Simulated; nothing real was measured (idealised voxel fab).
process module | voxel tone inversion
cross-section cut | 210 nm wide | cells 5 nm
A cross-section is a grid of square cells, given in bands from the top down. A band is one or more rows of cells.
Each band's line starts with the height of the band's top and of its bottom, in nm. Then come its materials from left to right, each with its width in nm. One material with "throughout" fills the band from edge to edge. "air" is empty space.
Height 0 is the level under which the wafer as received is all one material. The lowest band goes on downwards, as in "0 down".
A width such as "30 to 40" changes by the same amount from each row of cells to the next, from the band's top row to its bottom row.
"no change" after a step means that no cell of the cross-section changed.
closed voids: empty space of 8 cells or more with no open way to the top, each as width x height at its distance from the left edge, in nm
after a step's settings: what the simulator itself notes on the step
overlay nm, on a step with a mask: how far to the right of its planned place the mask lay; to the left if negative
plan
1 op RECEIVE | material Si
2 op CONFORMAL_DEP | material SiN | thk nm 10
3 op DIRECTIONAL_DEP | material aC | thk nm 25
4 op PATTERN | tone cover | mask id POSTS | material resist | width nm 20 | pitch nm 40 | thk nm 30 | overlay nm 0
5 op DIRECTIONAL_ETCH | etch materials aC | depth nm 25
6 op STRIP | etch materials resist
7 op FILL_DEP | material lowk | thk nm 10
8 op CMP | height nm 35
9 op STRIP | etch materials aC
10 op CONFORMAL_DEP | material TiN | thk nm 5
11 op FILL_DEP | material W | thk nm 5
12 op CMP | height nm 35
13 op CONFORMAL_DEP | material SiCN | thk nm 5
as received, after step 1
  0 down: Si throughout
  closed voids: none
a wafer at the end: this start, this plan, one mistake
  40 to 35: SiCN throughout
  35 to 25: SiN throughout
  25 to 0: aC throughout
  0 down: Si throughout
  closed voids: none
what went wrong: steps 2 and 3 were swapped
